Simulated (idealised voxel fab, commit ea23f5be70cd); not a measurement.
Proc. module: voxel capacitor over wiring
Displayed cross-section: cut, width of 225 nm, square cells sized 5 nm.
If you're reading a cross-section in this doc, picture square cells in a grid; it comes to you as bands, top ones listed first down to the bottom, and a band can be one or more rows of cells.
Basically the band line says how high the top is and how high the bottom is, in nm, and then what's in it from left to right, every material with its width in nm. Empty space shows up as "blank", and if a single material carries "throughout" it runs the full band edge to edge.
Measure heights from 0. That's the level where, below it, the as-received wafer is all one material. The lowest band is bottomless and extends downward; write it as in "0 down".
Top row gets the first number, bottom row gets the second, and each row in between changes by the same step: that is how a band width like "30..40" works.
Any step labelled "all unchanged" changed none of the cells in the cross-section.
You'll see "Voids, fully enclosed" listing empty spaces that have no way open to the top, as long as they're 8 cells or more; the notation is width x height at distance, where the distance is from the left edge, and all of it is in nm.
Whatever follows a step's settings on its line is a remark the simulator itself makes about that step.
"overlay nm" denotes, for a step that has a mask, the displacement of the mask to the right of its planned place, with negative values corresponding to the left.
Every pair from here on: before one process step, after it. The after cross-section reaches only to the lowest band that changed. Below the pair: the step in between and its settings. Pairs can belong to different runs of this module on the same starting wafer; a pair carries on from the pair above only if the entry headed "Before processing" says so.
### Before processing
- 0 down  Si throughout
- Voids, fully enclosed: none
### Post-Step Section View
- 10 to 0  SiO2 throughout
- Beneath the level 0, the cross-section is identical to its previous state.
- Voids, fully enclosed: none
The before and after cross-sections above are linked by CONFORMAL_DEP: material SiO2, thk nm 10
Before processing: just use the after drawing of the pair above as your starting point.
### Post-Step Section View
- 15 to 10  SiN throughout
- Beneath the level 10, the cross-section is identical to its previous state.
- Voids, fully enclosed: none
The before and after cross-sections above are linked by CONFORMAL_DEP: material SiN, thk nm 5
Before processing: just use the after drawing of the pair above as your starting point.
### Post-Step Section View
- 35 to 15  SiO2 throughout
- Beneath the level 15, the cross-section is identical to its previous state.
- Voids, fully enclosed: none
The before and after cross-sections above are linked by DIRECTIONAL_DEP: material SiO2, thk nm 20
Before processing: just use the after drawing of the pair above as your starting point.
### Post-Step Section View
- 50 to 35  aC throughout
- Beneath the level 35, the cross-section is identical to its previous state.
- Voids, fully enclosed: none
The before and after cross-sections above are linked by DIRECTIONAL_DEP: material aC, thk nm 15
Before processing: just use the after drawing of the pair above as your starting point.
### Post-Step Section View
- 85 to 50  55 nm resist  25 nm blank  60 nm resist  25 nm blank  60 nm resist
- Beneath the level 50, the cross-section is identical to its previous state.
- Voids, fully enclosed: none
The before and after cross-sections above are linked by PATTERN: tone open, mask id METAL_1, material resist, width nm 25, pitch nm 85, thk nm 35, overlay nm 0
Before processing: just use the after drawing of the pair above as your starting point.
### Post-Step Section View
- 70 to 50  55 nm resist  25 nm blank  60 nm resist  25 nm blank  60 nm resist
- 50 to 35  55 nm aC  25 nm blank  60 nm aC  25 nm blank  60 nm aC
- Beneath the level 35, the cross-section is identical to its previous state.
- Voids, fully enclosed: none
The before and after cross-sections above are linked by DIRECTIONAL_ETCH: etch materials aC, depth nm 15
Before processing: just use the after drawing of the pair above as your starting point.
### Post-Step Section View
- 50 to 35  55 nm aC  25 nm blank  60 nm aC  25 nm blank  60 nm aC
- Beneath the level 35, the cross-section is identical to its previous state.
- Voids, fully enclosed: none
The before and after cross-sections above are linked by STRIP: etch materials resist
Before processing: just use the after drawing of the pair above as your starting point.
### Post-Step Section View
- 50 to 35  55 nm aC  25 nm blank  60 nm aC  25 nm blank  60 nm aC
- 35 to 15  55 nm SiO2  25 nm blank  60 nm SiO2  25 nm blank  60 nm SiO2
- Beneath the level 15, the cross-section is identical to its previous state.
- Voids, fully enclosed: none
The before and after cross-sections above are linked by DIRECTIONAL_ETCH: etch materials SiO2, depth nm 20
Before processing: just use the after drawing of the pair above as your starting point.
### Post-Step Section View
- 50 to 35  55 nm aC  25 nm blank  60 nm aC  25 nm blank  60 nm aC
- 35 to 15  55 nm SiO2  25 nm blank  60 nm SiO2  25 nm blank  60 nm SiO2
- 15 to 10  55 nm SiN  25 nm blank  60 nm SiN  25 nm blank  60 nm SiN
- Beneath the level 10, the cross-section is identical to its previous state.
- Voids, fully enclosed: none
The before and after cross-sections above are linked by DIRECTIONAL_ETCH: etch materials SiN, depth nm 5
Before processing: just use the after drawing of the pair above as your starting point.
### Post-Step Section View
- 35 to 15  55 nm SiO2  25 nm blank  60 nm SiO2  25 nm blank  60 nm SiO2
- Beneath the level 15, the cross-section is identical to its previous state.
- Voids, fully enclosed: none
The before and after cross-sections above are linked by STRIP: etch materials aC
Before processing: just use the after drawing of the pair above as your starting point.
### Post-Step Section View
- 40 to 35  60 nm TiN  15 nm blank  70 nm TiN  15 nm blank  65 nm TiN
- 35 to 15  55 nm SiO2  5 nm TiN  15 nm blank  5 nm TiN  60 nm SiO2  5 nm TiN  15 nm blank  5 nm TiN  60 nm SiO2
- 15 to 10  55 nm SiN  25 nm TiN  60 nm SiN  25 nm TiN  60 nm SiN
- Beneath the level 10, the cross-section is identical to its previous state.
- Voids, fully enclosed: none
The before and after cross-sections above are linked by CONFORMAL_DEP: material TiN, thk nm 5
Before processing: just use the after drawing of the pair above as your starting point.
### Post-Step Section View
- 50 to 40  Cu throughout
- 40 to 35  60 nm TiN  15 nm Cu  70 nm TiN  15 nm Cu  65 nm TiN
- 35 to 15  55 nm SiO2  5 nm TiN  15 nm Cu  5 nm TiN  60 nm SiO2  5 nm TiN  15 nm Cu  5 nm TiN  60 nm SiO2
- Beneath the level 15, the cross-section is identical to its previous state.
- Voids, fully enclosed: none
The before and after cross-sections above are linked by FILL_DEP: material Cu, thk nm 10
Before processing: just use the after drawing of the pair above as your starting point.
### Post-Step Section View
- 35 to 15  55 nm SiO2  5 nm TiN  15 nm Cu  5 nm TiN  60 nm SiO2  5 nm TiN  15 nm Cu  5 nm TiN  60 nm SiO2
- Beneath the level 15, the cross-section is identical to its previous state.
- Voids, fully enclosed: none
The before and after cross-sections above are linked by CMP: height nm 35
Before processing: just use the after drawing of the pair above as your starting point.
### Post-Step Section View
- 40 to 35  SiCN throughout
- Beneath the level 35, the cross-section is identical to its previous state.
- Voids, fully enclosed: none
The before and after cross-sections above are linked by CONFORMAL_DEP: material SiCN, thk nm 5
Before processing: just use the after drawing of the pair above as your starting point.
### Post-Step Section View
- 60 to 40  lowk throughout
- Beneath the level 40, the cross-section is identical to its previous state.
- Voids, fully enclosed: none
The before and after cross-sections above are linked by DIRECTIONAL_DEP: material lowk, thk nm 20
Before processing: just use the after drawing of the pair above as your starting point.
### Post-Step Section View
- 60 to 40  65 nm lowk  15 nm blank  145 nm lowk
- Beneath the level 40, the cross-section is identical to its previous state.
- Voids, fully enclosed: none
The before and after cross-sections above are linked by MASKED_ETCH: tone open, mask id PLUG_1, width nm 15, etch materials lowk, depth nm 20, overlay nm 0
Before processing: just use the after drawing of the pair above as your starting point.
### Post-Step Section View
- 60 to 40  65 nm lowk  15 nm blank  145 nm lowk
- 40 to 35  65 nm SiCN  15 nm blank  145 nm SiCN
- Beneath the level 35, the cross-section is identical to its previous state.
- Voids, fully enclosed: none
The before and after cross-sections above are linked by MASKED_ETCH: tone open, mask id PLUG_1, width nm 15, etch materials SiCN, depth nm 5, overlay nm 0
Before processing: just use the after drawing of the pair above as your starting point.
### Post-Step Section View
- 65 to 60  70 nm TiN  5 nm blank  150 nm TiN
- 60 to 40  65 nm lowk  5 nm TiN  5 nm blank  5 nm TiN  145 nm lowk
- 40 to 35  65 nm SiCN  15 nm TiN  145 nm SiCN
- Beneath the level 35, the cross-section is identical to its previous state.
- Voids, fully enclosed: none
The before and after cross-sections above are linked by CONFORMAL_DEP: material TiN, thk nm 5
Before processing: just use the after drawing of the pair above as your starting point.
### Post-Step Section View
- 70 to 65  W throughout
- 65 to 60  70 nm TiN  5 nm W  150 nm TiN
- 60 to 40  65 nm lowk  5 nm TiN  5 nm W  5 nm TiN  145 nm lowk
- Beneath the level 40, the cross-section is identical to its previous state.
- Voids, fully enclosed: none
The before and after cross-sections above are linked by FILL_DEP: material W, thk nm 5
Before processing: just use the after drawing of the pair above as your starting point.
### Post-Step Section View
- 60 to 40  65 nm lowk  5 nm TiN  5 nm W  5 nm TiN  145 nm lowk
- Beneath the level 40, the cross-section is identical to its previous state.
- Voids, fully enclosed: none
The before and after cross-sections above are linked by CMP: height nm 60
Before processing: just use the after drawing of the pair above as your starting point.
### Post-Step Section View
- 70 to 60  TiN throughout
- Beneath the level 60, the cross-section is identical to its previous state.
- Voids, fully enclosed: none
The before and after cross-sections above are linked by DIRECTIONAL_DEP: material TiN, thk nm 10
Before processing: just use the after drawing of the pair above as your starting point.
### Post-Step Section View
- 75 to 70  SiN throughout
- Beneath the level 70, the cross-section is identical to its previous state.
- Voids, fully enclosed: none
The before and after cross-sections above are linked by DIRECTIONAL_DEP: material SiN, thk nm 5
Before processing: just use the after drawing of the pair above as your starting point.
### Post-Step Section View
- 85 to 75  TiN throughout
- Beneath the level 75, the cross-section is identical to its previous state.
- Voids, fully enclosed: none
The before and after cross-sections above are linked by DIRECTIONAL_DEP: material TiN, thk nm 10
Before processing: just use the after drawing of the pair above as your starting point.
### Post-Step Section View
- 105 to 85  65 nm blank  65 nm resist  95 nm blank
- Beneath the level 85, the cross-section is identical to its previous state.
- Voids, fully enclosed: none
The before and after cross-sections above are linked by PATTERN: tone cover, mask id UPPER_PLATE, material resist, width nm 65, thk nm 20, overlay nm 0
Before processing: just use the after drawing of the pair above as your starting point.
### Post-Step Section View
- 105 to 85  65 nm blank  65 nm resist  95 nm blank
- 85 to 75  65 nm blank  65 nm TiN  95 nm blank
- Beneath the level 75, the cross-section is identical to its previous state.
- Voids, fully enclosed: none
The before and after cross-sections above are linked by DIRECTIONAL_ETCH: etch materials TiN, depth nm 10
Before processing: just use the after drawing of the pair above as your starting point.
### Post-Step Section View
- 105 to 85  65 nm blank  65 nm resist  95 nm blank
- 85 to 75  65 nm blank  65 nm TiN  95 nm blank
- 75 to 70  65 nm blank  65 nm SiN  95 nm blank
- Beneath the level 70, the cross-section is identical to its previous state.
- Voids, fully enclosed: none
The before and after cross-sections above are linked by DIRECTIONAL_ETCH: etch materials SiN, depth nm 5
Before processing: just use the after drawing of the pair above as your starting point.
### Post-Step Section View
- 85 to 75  65 nm blank  65 nm TiN  95 nm blank
- Beneath the level 75, the cross-section is identical to its previous state.
- Voids, fully enclosed: none
The before and after cross-sections above are linked by STRIP: etch materials resist
Before processing: just use the after drawing of the pair above as your starting point.
### Post-Step Section View
- 85 to 75  65 nm blank  65 nm TiN  95 nm blank
- 75 to 70  65 nm blank  65 nm SiN  95 nm blank
- 70 to 60  60 nm blank  75 nm TiN  90 nm blank
- Beneath the level 60, the cross-section is identical to its previous state.
- Voids, fully enclosed: none
The before and after cross-sections above are linked by MASKED_ETCH: tone cover, mask id LOWER_PLATE, width nm 75, etch materials TiN, depth nm 10, overlay nm 0
Before processing: just use the after drawing of the pair above as your starting point.
### Post-Step Section View
- 100 to 85  SiO2 throughout
- 85 to 75  65 nm SiO2  65 nm TiN  95 nm SiO2
- 75 to 70  65 nm SiO2  65 nm SiN  95 nm SiO2
- 70 to 60  60 nm SiO2  75 nm TiN  90 nm SiO2
- Beneath the level 60, the cross-section is identical to its previous state.
- Voids, fully enclosed: none
The before and after cross-sections above are linked by FILL_DEP: material SiO2, thk nm 15
Before processing: just use the after drawing of the pair above as your starting point.
### Post-Step Section View
- 95 to 85  SiO2 throughout
- Beneath the level 85, the cross-section is identical to its previous state.
- Voids, fully enclosed: none
The before and after cross-sections above are linked by CMP: height nm 95
Before processing: just use the after drawing of the pair above as your starting point.
### Post-Step Section View
- 105 to 95  aC throughout
- Beneath the level 95, the cross-section is identical to its previous state.
- Voids, fully enclosed: none
The before and after cross-sections above are linked by DIRECTIONAL_DEP: material aC, thk nm 10
Before processing: just use the after drawing of the pair above as your starting point.
### Post-Step Section View
- 130 to 105  75 nm resist  15 nm blank  135 nm resist
- Beneath the level 105, the cross-section is identical to its previous state.
- Voids, fully enclosed: none
The before and after cross-sections above are linked by PATTERN: tone open, mask id PLUG_2, material resist, width nm 15, thk nm 25, overlay nm 0
Before processing: just use the after drawing of the pair above as your starting point.
### Post-Step Section View
- 120 to 105  75 nm resist  15 nm blank  135 nm resist
- 105 to 95  75 nm aC  15 nm blank  135 nm aC
- Beneath the level 95, the cross-section is identical to its previous state.
- Voids, fully enclosed: none
The before and after cross-sections above are linked by DIRECTIONAL_ETCH: etch materials aC, depth nm 10
Before processing: just use the after drawing of the pair above as your starting point.
### Post-Step Section View
- 105 to 95  75 nm aC  15 nm blank  135 nm aC
- Beneath the level 95, the cross-section is identical to its previous state.
- Voids, fully enclosed: none
The before and after cross-sections above are linked by STRIP: etch materials resist
Before processing: just use the after drawing of the pair above as your starting point.
### Post-Step Section View
- 105 to 95  75 nm aC  15 nm blank  135 nm aC
- 95 to 85  75 nm SiO2  15 nm blank  135 nm SiO2
- Beneath the level 85, the cross-section is identical to its previous state.
- Voids, fully enclosed: none
The before and after cross-sections above are linked by DIRECTIONAL_ETCH: etch materials SiO2, depth nm 10
Before processing: just use the after drawing of the pair above as your starting point.
### Post-Step Section View
- 95 to 85  75 nm SiO2  15 nm blank  135 nm SiO2
- Beneath the level 85, the cross-section is identical to its previous state.
- Voids, fully enclosed: none
The before and after cross-sections above are linked by STRIP: etch materials aC
Before processing: just use the after drawing of the pair above as your starting point.
### Post-Step Section View
- 100 to 95  80 nm TiN  5 nm blank  140 nm TiN
- 95 to 90  75 nm SiO2  5 nm TiN  5 nm blank  5 nm TiN  135 nm SiO2
- 90 to 85  75 nm SiO2  15 nm TiN  135 nm SiO2
- Beneath the level 85, the cross-section is identical to its previous state.
- Voids, fully enclosed: none
The before and after cross-sections above are linked by CONFORMAL_DEP: material TiN, thk nm 5
Before processing: just use the after drawing of the pair above as your starting point.
### Post-Step Section View
- 110 to 100  Cu throughout
- 100 to 95  80 nm TiN  5 nm Cu  140 nm TiN
- 95 to 90  75 nm SiO2  5 nm TiN  5 nm Cu  5 nm TiN  135 nm SiO2
- Beneath the level 90, the cross-section is identical to its previous state.
- Voids, fully enclosed: none
The before and after cross-sections above are linked by FILL_DEP: material Cu, thk nm 10
Before processing: just use the after drawing of the pair above as your starting point.
### Post-Step Section View
- 95 to 90  75 nm SiO2  5 nm TiN  5 nm Cu  5 nm TiN  135 nm SiO2
- Beneath the level 90, the cross-section is identical to its previous state.
- Voids, fully enclosed: none
The before and after cross-sections above are linked by CMP: height nm 95
Before processing: just use the after drawing of the pair above as your starting point.
### Post-Step Section View
- 100 to 95  SiCN throughout
- Beneath the level 95, the cross-section is identical to its previous state.
- Voids, fully enclosed: none
The before and after cross-sections above are linked by CONFORMAL_DEP: material SiCN, thk nm 5
### Before processing
- 10 to 0  SiO2 throughout
- 0 down  Si throughout
- Voids, fully enclosed: none
### Post-Step Section View
- 30 to 0  SiO2 throughout
- Beneath the level 0, the cross-section is identical to its previous state.
- Voids, fully enclosed: none
The before and after cross-sections above are linked by DIRECTIONAL_DEP: material SiO2, thk nm 20
Before processing: just use the after drawing of the pair above as your starting point.
### Post-Step Section View
- 45 to 30  aC throughout
- Beneath the level 30, the cross-section is identical to its previous state.
- Voids, fully enclosed: none
The before and after cross-sections above are linked by DIRECTIONAL_DEP: material aC, thk nm 15
Before processing: just use the after drawing of the pair above as your starting point.
### Post-Step Section View
- 80 to 45  55 nm resist  25 nm blank  60 nm resist  25 nm blank  60 nm resist
- Beneath the level 45, the cross-section is identical to its previous state.
- Voids, fully enclosed: none
The before and after cross-sections above are linked by PATTERN: tone open, mask id METAL_1, material resist, width nm 25, pitch nm 85, thk nm 35, overlay nm 0
Before processing: just use the after drawing of the pair above as your starting point.
### Post-Step Section View
- 65 to 45  55 nm resist  25 nm blank  60 nm resist  25 nm blank  60 nm resist
- 45 to 30  55 nm aC  25 nm blank  60 nm aC  25 nm blank  60 nm aC
- Beneath the level 30, the cross-section is identical to its previous state.
- Voids, fully enclosed: none
The before and after cross-sections above are linked by DIRECTIONAL_ETCH: etch materials aC, depth nm 15
Before processing: just use the after drawing of the pair above as your starting point.
### Post-Step Section View
- 45 to 30  55 nm aC  25 nm blank  60 nm aC  25 nm blank  60 nm aC
- Beneath the level 30, the cross-section is identical to its previous state.
- Voids, fully enclosed: none
The before and after cross-sections above are linked by STRIP: etch materials resist
Before processing: just use the after drawing of the pair above as your starting point.
### Post-Step Section View
- 45 to 30  55 nm aC  25 nm blank  60 nm aC  25 nm blank  60 nm aC
- 30 to 10  55 nm SiO2  25 nm blank  60 nm SiO2  25 nm blank  60 nm SiO2
- Beneath the level 10, the cross-section is identical to its previous state.
- Voids, fully enclosed: none
The before and after cross-sections above are linked by DIRECTIONAL_ETCH: etch materials SiO2, depth nm 20
Before processing: just use the after drawing of the pair above as your starting point.
### Post-Step Section View
- 30 to 10  55 nm SiO2  25 nm blank  60 nm SiO2  25 nm blank  60 nm SiO2
- Beneath the level 10, the cross-section is identical to its previous state.
- Voids, fully enclosed: none
The before and after cross-sections above are linked by STRIP: etch materials aC
Before processing: just use the after drawing of the pair above as your starting point.
### Post-Step Section View
- 35 to 30  60 nm TiN  15 nm blank  70 nm TiN  15 nm blank  65 nm TiN
- 30 to 15  55 nm SiO2  5 nm TiN  15 nm blank  5 nm TiN  60 nm SiO2  5 nm TiN  15 nm blank  5 nm TiN  60 nm SiO2
- 15 to 10  55 nm SiO2  25 nm TiN  60 nm SiO2  25 nm TiN  60 nm SiO2
- Beneath the level 10, the cross-section is identical to its previous state.
- Voids, fully enclosed: none
The before and after cross-sections above are linked by CONFORMAL_DEP: material TiN, thk nm 5
Before processing: just use the after drawing of the pair above as your starting point.
### Post-Step Section View
- 45 to 35  Cu throughout
- 35 to 30  60 nm TiN  15 nm Cu  70 nm TiN  15 nm Cu  65 nm TiN
- 30 to 15  55 nm SiO2  5 nm TiN  15 nm Cu  5 nm TiN  60 nm SiO2  5 nm TiN  15 nm Cu  5 nm TiN  60 nm SiO2
- Beneath the level 15, the cross-section is identical to its previous state.
- Voids, fully enclosed: none
The before and after cross-sections above are linked by FILL_DEP: material Cu, thk nm 10
Before processing: just use the after drawing of the pair above as your starting point.
### Post-Step Section View
- 35 to 30  60 nm TiN  15 nm Cu  70 nm TiN  15 nm Cu  65 nm TiN
- Beneath the level 30, the cross-section is identical to its previous state.
- Voids, fully enclosed: none
The before and after cross-sections above are linked by CMP: height nm 35
Before processing: just use the after drawing of the pair above as your starting point.
### Post-Step Section View
- 40 to 35  SiCN throughout
- Beneath the level 35, the cross-section is identical to its previous state.
- Voids, fully enclosed: none
The before and after cross-sections above are linked by CONFORMAL_DEP: material SiCN, thk nm 5
Before processing: just use the after drawing of the pair above as your starting point.
### Post-Step Section View
- 60 to 40  lowk throughout
- Beneath the level 40, the cross-section is identical to its previous state.
- Voids, fully enclosed: none
The before and after cross-sections above are linked by DIRECTIONAL_DEP: material lowk, thk nm 20
Before processing: just use the after drawing of the pair above as your starting point.
### Post-Step Section View
- 60 to 40  65 nm lowk  15 nm blank  145 nm lowk
- Beneath the level 40, the cross-section is identical to its previous state.
- Voids, fully enclosed: none
The before and after cross-sections above are linked by MASKED_ETCH: tone open, mask id PLUG_1, width nm 15, etch materials lowk, depth nm 20, overlay nm 0
Before processing: just use the after drawing of the pair above as your starting point.
### Post-Step Section View
- 60 to 40  65 nm lowk  15 nm blank  145 nm lowk
- 40 to 35  65 nm SiCN  15 nm blank  145 nm SiCN
- Beneath the level 35, the cross-section is identical to its previous state.
- Voids, fully enclosed: none
The before and after cross-sections above are linked by MASKED_ETCH: tone open, mask id PLUG_1, width nm 15, etch materials SiCN, depth nm 5, overlay nm 0
Before processing: just use the after drawing of the pair above as your starting point.
### Post-Step Section View
- 65 to 60  70 nm TiN  5 nm blank  150 nm TiN
- 60 to 40  65 nm lowk  5 nm TiN  5 nm blank  5 nm TiN  145 nm lowk
- 40 to 35  65 nm SiCN  15 nm TiN  145 nm SiCN
- Beneath the level 35, the cross-section is identical to its previous state.
- Voids, fully enclosed: none
The before and after cross-sections above are linked by CONFORMAL_DEP: material TiN, thk nm 5
Before processing: just use the after drawing of the pair above as your starting point.
### Post-Step Section View
- 70 to 65  W throughout
- 65 to 60  70 nm TiN  5 nm W  150 nm TiN
- 60 to 40  65 nm lowk  5 nm TiN  5 nm W  5 nm TiN  145 nm lowk
- Beneath the level 40, the cross-section is identical to its previous state.
- Voids, fully enclosed: none
The before and after cross-sections above are linked by FILL_DEP: material W, thk nm 5
Before processing: just use the after drawing of the pair above as your starting point.
### Post-Step Section View
- 60 to 40  65 nm lowk  5 nm TiN  5 nm W  5 nm TiN  145 nm lowk
- Beneath the level 40, the cross-section is identical to its previous state.
- Voids, fully enclosed: none
The before and after cross-sections above are linked by CMP: height nm 60
Before processing: just use the after drawing of the pair above as your starting point.
### Post-Step Section View
- 70 to 60  TiN throughout
- Beneath the level 60, the cross-section is identical to its previous state.
- Voids, fully enclosed: none
The before and after cross-sections above are linked by DIRECTIONAL_DEP: material TiN, thk nm 10
Before processing: just use the after drawing of the pair above as your starting point.
### Post-Step Section View
- 75 to 70  SiN throughout
- Beneath the level 70, the cross-section is identical to its previous state.
- Voids, fully enclosed: none
The before and after cross-sections above are linked by DIRECTIONAL_DEP: material SiN, thk nm 5
Before processing: just use the after drawing of the pair above as your starting point.
### Post-Step Section View
- 85 to 75  TiN throughout
- Beneath the level 75, the cross-section is identical to its previous state.
- Voids, fully enclosed: none
The before and after cross-sections above are linked by DIRECTIONAL_DEP: material TiN, thk nm 10
Before processing: just use the after drawing of the pair above as your starting point.
### Post-Step Section View
- 105 to 85  65 nm blank  65 nm resist  95 nm blank
- Beneath the level 85, the cross-section is identical to its previous state.
- Voids, fully enclosed: none
The before and after cross-sections above are linked by PATTERN: tone cover, mask id UPPER_PLATE, material resist, width nm 65, thk nm 20, overlay nm 0
Before processing: just use the after drawing of the pair above as your starting point.
### Post-Step Section View
- 105 to 85  65 nm blank  65 nm resist  95 nm blank
- 85 to 75  65 nm blank  65 nm TiN  95 nm blank
- Beneath the level 75, the cross-section is identical to its previous state.
- Voids, fully enclosed: none
The before and after cross-sections above are linked by DIRECTIONAL_ETCH: etch materials TiN, depth nm 10
Before processing: just use the after drawing of the pair above as your starting point.
### Post-Step Section View
- 105 to 85  65 nm blank  65 nm resist  95 nm blank
- 85 to 75  65 nm blank  65 nm TiN  95 nm blank
- 75 to 70  65 nm blank  65 nm SiN  95 nm blank
- Beneath the level 70, the cross-section is identical to its previous state.
- Voids, fully enclosed: none
The before and after cross-sections above are linked by DIRECTIONAL_ETCH: etch materials SiN, depth nm 5
Before processing: just use the after drawing of the pair above as your starting point.
### Post-Step Section View
- 85 to 75  65 nm blank  65 nm TiN  95 nm blank
- Beneath the level 75, the cross-section is identical to its previous state.
- Voids, fully enclosed: none
The before and after cross-sections above are linked by STRIP: etch materials resist
Before processing: just use the after drawing of the pair above as your starting point.
### Post-Step Section View
- 85 to 75  65 nm blank  65 nm TiN  95 nm blank
- 75 to 70  65 nm blank  65 nm SiN  95 nm blank
- 70 to 60  60 nm blank  75 nm TiN  90 nm blank
- Beneath the level 60, the cross-section is identical to its previous state.
- Voids, fully enclosed: none
The before and after cross-sections above are linked by MASKED_ETCH: tone cover, mask id LOWER_PLATE, width nm 75, etch materials TiN, depth nm 10, overlay nm 0
Before processing: just use the after drawing of the pair above as your starting point.
### Post-Step Section View
- 100 to 85  SiO2 throughout
- 85 to 75  65 nm SiO2  65 nm TiN  95 nm SiO2
- 75 to 70  65 nm SiO2  65 nm SiN  95 nm SiO2
- 70 to 60  60 nm SiO2  75 nm TiN  90 nm SiO2
- Beneath the level 60, the cross-section is identical to its previous state.
- Voids, fully enclosed: none
The before and after cross-sections above are linked by FILL_DEP: material SiO2, thk nm 15
Before processing: just use the after drawing of the pair above as your starting point.
### Post-Step Section View
- 95 to 85  SiO2 throughout
- Beneath the level 85, the cross-section is identical to its previous state.
- Voids, fully enclosed: none
The before and after cross-sections above are linked by CMP: height nm 95
Before processing: just use the after drawing of the pair above as your starting point.
### Post-Step Section View
- 105 to 95  aC throughout
- Beneath the level 95, the cross-section is identical to its previous state.
- Voids, fully enclosed: none
The before and after cross-sections above are linked by DIRECTIONAL_DEP: material aC, thk nm 10
Before processing: just use the after drawing of the pair above as your starting point.
### Post-Step Section View
- 130 to 105  75 nm resist  15 nm blank  135 nm resist
- Beneath the level 105, the cross-section is identical to its previous state.
- Voids, fully enclosed: none
The before and after cross-sections above are linked by PATTERN: tone open, mask id PLUG_2, material resist, width nm 15, thk nm 25, overlay nm 0
Before processing: just use the after drawing of the pair above as your starting point.
### Post-Step Section View
- 120 to 105  75 nm resist  15 nm blank  135 nm resist
- 105 to 95  75 nm aC  15 nm blank  135 nm aC
- Beneath the level 95, the cross-section is identical to its previous state.
- Voids, fully enclosed: none
The before and after cross-sections above are linked by DIRECTIONAL_ETCH: etch materials aC, depth nm 10
Before processing: just use the after drawing of the pair above as your starting point.
### Post-Step Section View
- 105 to 95  75 nm aC  15 nm blank  135 nm aC
- Beneath the level 95, the cross-section is identical to its previous state.
- Voids, fully enclosed: none
The before and after cross-sections above are linked by STRIP: etch materials resist
Before processing: just use the after drawing of the pair above as your starting point.
### Post-Step Section View
- 105 to 95  75 nm aC  15 nm blank  135 nm aC
- 95 to 85  75 nm SiO2  15 nm blank  135 nm SiO2
- Beneath the level 85, the cross-section is identical to its previous state.
- Voids, fully enclosed: none
The before and after cross-sections above are linked by DIRECTIONAL_ETCH: etch materials SiO2, depth nm 10
Before processing: just use the after drawing of the pair above as your starting point.
### Post-Step Section View
- 95 to 85  75 nm SiO2  15 nm blank  135 nm SiO2
- Beneath the level 85, the cross-section is identical to its previous state.
- Voids, fully enclosed: none
The before and after cross-sections above are linked by STRIP: etch materials aC
Before processing: just use the after drawing of the pair above as your starting point.
### Post-Step Section View
- 100 to 95  80 nm TiN  5 nm blank  140 nm TiN
- 95 to 90  75 nm SiO2  5 nm TiN  5 nm blank  5 nm TiN  135 nm SiO2
- 90 to 85  75 nm SiO2  15 nm TiN  135 nm SiO2
- Beneath the level 85, the cross-section is identical to its previous state.
- Voids, fully enclosed: none
The before and after cross-sections above are linked by CONFORMAL_DEP: material TiN, thk nm 5
Before processing: just use the after drawing of the pair above as your starting point.
### Post-Step Section View
- 110 to 100  Cu throughout
- 100 to 95  80 nm TiN  5 nm Cu  140 nm TiN
- 95 to 90  75 nm SiO2  5 nm TiN  5 nm Cu  5 nm TiN  135 nm SiO2
- Beneath the level 90, the cross-section is identical to its previous state.
- Voids, fully enclosed: none
The before and after cross-sections above are linked by FILL_DEP: material Cu, thk nm 10
Before processing: just use the after drawing of the pair above as your starting point.
### Post-Step Section View
- 95 to 90  75 nm SiO2  5 nm TiN  5 nm Cu  5 nm TiN  135 nm SiO2
- Beneath the level 90, the cross-section is identical to its previous state.
- Voids, fully enclosed: none
The before and after cross-sections above are linked by CMP: height nm 95
Before processing: just use the after drawing of the pair above as your starting point.
### Post-Step Section View
- 100 to 95  SiCN throughout
- Beneath the level 95, the cross-section is identical to its previous state.
- Voids, fully enclosed: none
The before and after cross-sections above are linked by CONFORMAL_DEP: material SiCN, thk nm 5
### Before processing
- 60 to 40  65 nm lowk  5 nm TiN  5 nm W  5 nm TiN  145 nm lowk
- 40 to 35  65 nm SiCN  15 nm TiN  145 nm SiCN
- 35 to 15  55 nm SiO2  5 nm TiN  15 nm Cu  5 nm TiN  60 nm SiO2  5 nm TiN  15 nm Cu  5 nm TiN  60 nm SiO2
- 15 to 10  55 nm SiN  25 nm TiN  60 nm SiN  25 nm TiN  60 nm SiN
- 10 to 0  SiO2 throughout
- 0 down  Si throughout
- Voids, fully enclosed: none
### Post-Step Section View
- 65 to 60  SiN throughout
- Beneath the level 60, the cross-section is identical to its previous state.
- Voids, fully enclosed: none
The before and after cross-sections above are linked by DIRECTIONAL_DEP: material SiN, thk nm 5
Before processing: just use the after drawing of the pair above as your starting point.
### Post-Step Section View
- 75 to 65  TiN throughout
- Beneath the level 65, the cross-section is identical to its previous state.
- Voids, fully enclosed: none
The before and after cross-sections above are linked by DIRECTIONAL_DEP: material TiN, thk nm 10
Before processing: just use the after drawing of the pair above as your starting point.
### Post-Step Section View
- 85 to 65  TiN throughout
- Beneath the level 65, the cross-section is identical to its previous state.
- Voids, fully enclosed: none
The before and after cross-sections above are linked by DIRECTIONAL_DEP: material TiN, thk nm 10
Before processing: just use the after drawing of the pair above as your starting point.
### Post-Step Section View
- 105 to 85  65 nm blank  65 nm resist  95 nm blank
- Beneath the level 85, the cross-section is identical to its previous state.
- Voids, fully enclosed: none
The before and after cross-sections above are linked by PATTERN: tone cover, mask id UPPER_PLATE, material resist, width nm 65, thk nm 20, overlay nm 0
Before processing: just use the after drawing of the pair above as your starting point.
### Post-Step Section View
- 105 to 85  65 nm blank  65 nm resist  95 nm blank
- 85 to 75  65 nm blank  65 nm TiN  95 nm blank
- Beneath the level 75, the cross-section is identical to its previous state.
- Voids, fully enclosed: none
The before and after cross-sections above are linked by DIRECTIONAL_ETCH: etch materials TiN, depth nm 10
Before processing: just use the after drawing of the pair above as your starting point.
### Post-Step Section View
- 85 to 75  65 nm blank  65 nm TiN  95 nm blank
- Beneath the level 75, the cross-section is identical to its previous state.
- Voids, fully enclosed: none
The before and after cross-sections above are linked by STRIP: etch materials resist
Before processing: just use the after drawing of the pair above as your starting point.
### Post-Step Section View
- 85 to 75  65 nm blank  65 nm TiN  95 nm blank
- 75 to 65  60 nm blank  75 nm TiN  90 nm blank
- Beneath the level 65, the cross-section is identical to its previous state.
- Voids, fully enclosed: none
The before and after cross-sections above are linked by MASKED_ETCH: tone cover, mask id LOWER_PLATE, width nm 75, etch materials TiN, depth nm 10, overlay nm 0
Before processing: just use the after drawing of the pair above as your starting point.
### Post-Step Section View
- 100 to 85  SiO2 throughout
- 85 to 75  65 nm SiO2  65 nm TiN  95 nm SiO2
- 75 to 65  60 nm SiO2  75 nm TiN  90 nm SiO2
- Beneath the level 65, the cross-section is identical to its previous state.
- Voids, fully enclosed: none
The before and after cross-sections above are linked by FILL_DEP: material SiO2, thk nm 15
Before processing: just use the after drawing of the pair above as your starting point.
### Post-Step Section View
- 95 to 85  SiO2 throughout
- Beneath the level 85, the cross-section is identical to its previous state.
- Voids, fully enclosed: none
The before and after cross-sections above are linked by CMP: height nm 95
